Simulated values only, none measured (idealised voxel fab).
process module | voxel capacitor over wiring
cross-section cut | 180 nm wide | cells 5 nm
A cross-section is a grid of square cells, given in bands from the top down. A band is one or more rows of cells.
Each band's line starts with the height of the band's top and of its bottom, in nm. Then come its materials from left to right, each with its width in nm. One material with "throughout" fills the band from edge to edge. "air" is empty space.
Height 0 is the level under which the wafer as received is all one material. The lowest band goes on downwards, as in "0 down".
A width such as "30 to 40" changes by the same amount from each row of cells to the next, from the band's top row to its bottom row.
"no change" after a step means that no cell of the cross-section changed.
closed voids: empty space of 8 cells or more with no open way to the top, each as width x height at its distance from the left edge, in nm
after a step's settings: what the simulator itself notes on the step
overlay nm, on a step with a mask: how far to the right of its planned place the mask lay; to the left if negative
plan
1 op RECEIVE | material Si
2 op CONFORMAL_DEP | material SiO2 | thk nm 10
3 op DIRECTIONAL_DEP | material TiN | thk nm 5
4 op DIRECTIONAL_DEP | material Ru | thk nm 15
5 op PATTERN | tone cover | mask id METAL_1 | material resist | width nm 25 | pitch nm 85 | thk nm 20 | overlay nm 0
6 op DIRECTIONAL_ETCH | etch materials Ru | depth nm 15
7 op DIRECTIONAL_ETCH | etch materials TiN | depth nm 5
8 op STRIP | etch materials resist
9 op CONFORMAL_DEP | material SiCN | thk nm 5
10 op FILL_DEP | material SiO2 | thk nm 10
11 op CMP | height nm 30
12 op CONFORMAL_DEP | material SiCN | thk nm 5
13 op DIRECTIONAL_DEP | material SiO2 | thk nm 15
14 op DIRECTIONAL_DEP | material aC | thk nm 10
15 op PATTERN | tone open | mask id PLUG_1 | material resist | width nm 15 | thk nm 25 | overlay nm 0
16 op DIRECTIONAL_ETCH | etch materials aC | depth nm 10
17 op STRIP | etch materials resist
18 op DIRECTIONAL_ETCH | etch materials SiO2 | depth nm 15
19 op DIRECTIONAL_ETCH | etch materials SiCN | depth nm 5
20 op STRIP | etch materials aC
21 op EPI | material Ru | thk nm 10
22 op EPI | material Ru | thk nm 10
23 op DIRECTIONAL_DEP | material TiN | thk nm 10
24 op DIRECTIONAL_DEP | material SiN | thk nm 5
25 op DIRECTIONAL_DEP | material TiN | thk nm 5
26 op DIRECTIONAL_DEP | material aC | thk nm 15
27 op PATTERN | tone cover | mask id UPPER_PLATE | material resist | width nm 65 | thk nm 35 | overlay nm 0
28 op DIRECTIONAL_ETCH | etch materials aC | depth nm 15
29 op STRIP | etch materials resist
30 op DIRECTIONAL_ETCH | etch materials TiN | depth nm 5
31 op DIRECTIONAL_ETCH | etch materials SiN | depth nm 5
32 op STRIP | etch materials aC
33 op PATTERN | tone cover | mask id LOWER_PLATE | material resist | width nm 75 | thk nm 15 | overlay nm 0
34 op DIRECTIONAL_ETCH | etch materials TiN | depth nm 10
35 op STRIP | etch materials resist
36 op FILL_DEP | material SiO2 | thk nm 15
37 op CMP | height nm 80
38 op MASKED_ETCH | tone open | mask id PLUG_2 | width nm 15 | etch materials SiO2 | depth nm 10 | overlay nm 0
39 op CONFORMAL_DEP | material TiN | thk nm 5
40 op FILL_DEP | material Cu | thk nm 10
41 op CMP | height nm 80
42 op CONFORMAL_DEP | material SiN | thk nm 5
as received, after step 1
  0 down: Si throughout
  closed voids: none
a wafer at the end: this start, this plan, one mistake
  95 to 90: SiN throughout
  90 to 85: Cu throughout
  85 to 80: TiN 60 | Cu 5 | TiN 115
  80 to 75: SiO2 55 | TiN 5 | Cu 5 | TiN 5 | SiO2 110
  75 to 65: SiO2 55 to 45 | TiN 15 to 65 | SiO2 110 to 70
  65 to 60: SiO2 45 | SiN 65 | SiO2 70
  60 to 50: SiO2 40 | TiN 75 | SiO2 65
  50 to 35: SiO2 45 | Ru 15 | SiO2 120
  35 to 30: SiCN 45 | Ru 15 | SiCN 120
  30 to 15: SiO2 30 | SiCN 5 | Ru 25 | SiCN 5 | SiO2 50 | SiCN 5 | Ru 25 | SiCN 5 | SiO2 30
  15 to 10: SiCN 35 | TiN 25 | SiCN 60 | TiN 25 | SiCN 35
  10 to 0: SiO2 throughout
  0 down: Si throughout
  closed voids: none
what went wrong: step 41 ran as: op CMP | height nm 90
